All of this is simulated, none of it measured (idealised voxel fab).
Process module under the name voxel trench capacitor
Shown is cross-section cut, with a width of 200 nm and square cells of size 5 nm.
Notation: cross-section as square-cell grid; stated in bands, top first, going down; one or more cell rows per band. What a band's entry tells you: where the top is and where the bottom is, as heights in nm, and after that what lies inside, material by material from left to right, each with its width in nm. Empty space is written as the word "air", and a single material marked with the word "full width" occupies the band from edge to edge. We count height from 0. Below that, the starting wafer is all one material. The lowest band never ends at the bottom but goes on down; see "0 and below" for how that is written. Note: "30->40" means the width goes from the first number (top row of the band) to the second number (bottom row) in equal steps per row of cells. Reading "no change" for a step: not a cell of the cross-section changed in it. Any empty space of 8 cells or more lacking an open way to the top shows up in "Closed internal voids" as width x height at distance, distance from the left edge, in nm. after a step's settings: what the simulator itself notes on the step. If you see "overlay nm" on a step's line and that step has a mask, it's telling you how far right of where it was planned the mask ended up; a negative number means it went left instead.
The steps planned for the process are as follows:
| 1 | op RECEIVE | material Si |
| 2 | op CONFORMAL_DEP | material SiN | thk nm 10 |
| 3 | op DIRECTIONAL_DEP | material aC | thk nm 10 |
| 4 | op PATTERN | tone open | mask id TRENCH | material resist | width nm 25 | pitch nm 45 | thk nm 30 | overlay nm 0 |
| 5 | op DIRECTIONAL_ETCH | etch materials aC | depth nm 10 |
| 6 | op STRIP | etch materials resist |
| 7 | op DIRECTIONAL_ETCH | etch materials SiN | depth nm 10 |
| 8 | op DIRECTIONAL_ETCH | etch materials Si | depth nm 35 |
| 9 | op STRIP | etch materials aC |
| 10 | op CONFORMAL_DEP | material SiO2 | thk nm 5 |
| 11 | op FILL_DEP | material polySi | thk nm 10 |
| 12 | op CMP | height nm 10 |
Cross-section of the wafer upon arrival, representing the state reached after step 1:
> 0 and below  Si full width
> Closed internal voids: none
The following cross-section depicts the wafer upon conclusion of the module. Processing commenced from the starting condition illustrated above and adhered to the plan illustrated above, save for one mistake in execution:
> 10 down to 0  20 of SiN / 5 of SiO2 / 15 of aC / 5 of SiO2 / 20 of SiN / 5 of SiO2 / 15 of aC / 5 of SiO2 / 20 of SiN / 5 of SiO2 / 15 of aC / 5 of SiO2 / 20 of SiN / 5 of SiO2 / 15 of aC / 5 of SiO2 / 20 of SiN
> 0 down to -30  20 of Si / 5 of SiO2 / 15 of aC / 5 of SiO2 / 20 of Si / 5 of SiO2 / 15 of aC / 5 of SiO2 / 20 of Si / 5 of SiO2 / 15 of aC / 5 of SiO2 / 20 of Si / 5 of SiO2 / 15 of aC / 5 of SiO2 / 20 of Si
> -30 down to -35  20 of Si / 25 of SiO2 / 20 of Si / 25 of SiO2 / 20 of Si / 25 of SiO2 / 20 of Si / 25 of SiO2 / 20 of Si
> -35 and below  Si full width
> Closed internal voids: none
Where did the run depart from the plan? not per plan at step 11, really ran op FILL_DEP | material aC | thk nm 10
